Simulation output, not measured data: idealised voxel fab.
Herein follows the process module entitled voxel double patterning.
160 nm wide, 5 nm square cells: that's cross-section cut.
A cross-section in this document is a grid of square cells, and it is written down as bands, the top band listed before the ones below it; a band is made up of one or more rows of cells.
First you get the band's top height and its bottom height, in nm, and then the materials it's made of, left to right, with each width in nm. If you see a single material with "full width", that one covers the band edge to edge. "air" is empty space.
The reference from which all heights are counted is 0, the level beneath which the as-received wafer is entirely one material; the lowest band, having no lower bound, proceeds downward and is written after the example "top 0, no bottom".
You'd read "30..40" like this: the band's top row of cells is as wide as the first number, its bottom row is as wide as the second, and going down, every row changes width by the same amount as the row before did.
It should be understood that the words "nothing changed", when stated for a given step, signify that the cross-section underwent no change in any of its cells during that step.
"Enclosed void entries" specifies each empty space that is not open to the top and that occupies no fewer than 8 cells, using the form width x height at distance, the distance measured from the left edge and all three quantities in nm.
It should be noted that, on the line of a given step, the content following the step's settings is a remark produced by the simulator itself with respect to that step.
"overlay nm" answers the question of how far to the right of plan the mask lay on a step that has a mask, and when it is negative the answer is to the left.

[plan]
1 RECEIVE, material Si
2 CONFORMAL_DEP, material SiN, thk nm 5
3 DIRECTIONAL_DEP, material SiO2, thk nm 20
4 DIRECTIONAL_DEP, material SiCN, thk nm 5
5 DIRECTIONAL_DEP, material aC, thk nm 15
6 PATTERN, tone open, mask id FIRST, material resist, width nm 15, pitch nm 50, thk nm 30, overlay nm 0
7 DIRECTIONAL_ETCH, etch materials aC, depth nm 15
8 STRIP, etch materials resist
9 DIRECTIONAL_ETCH, etch materials SiCN, depth nm 5
10 STRIP, etch materials aC
11 DIRECTIONAL_DEP, material aC, thk nm 10
12 PATTERN, tone open, mask id SECOND, material resist, width nm 15, thk nm 25, overlay nm 0
13 DIRECTIONAL_ETCH, etch materials aC, depth nm 10
14 STRIP, etch materials resist
15 DIRECTIONAL_ETCH, etch materials SiCN, depth nm 5
16 STRIP, etch materials aC
17 DIRECTIONAL_ETCH, etch materials SiO2, depth nm 20
18 STRIP, etch materials SiCN

[Received-state cross-section, reflecting completion of step 1]
	top 0, no bottom | Si full width
	Enclosed void entries: none

[Starting wafer: above. Plan: above. Run: one mistake. Cross-section after the module: below]
	top 20, bottom 5 | 45 nm SiO2; 15 nm air; 10 nm SiO2; 15 nm air; 10 nm SiO2; 15 nm air; 50 nm SiO2
	top 5, bottom 0 | SiN full width
	top 0, no bottom | Si full width
	Enclosed void entries: none
So what did we get wrong on this run? it should be noted that step 3 was executed with settings other than those planned, the operation and settings actually applied being DIRECTIONAL_DEP, material SiO2, thk nm 15
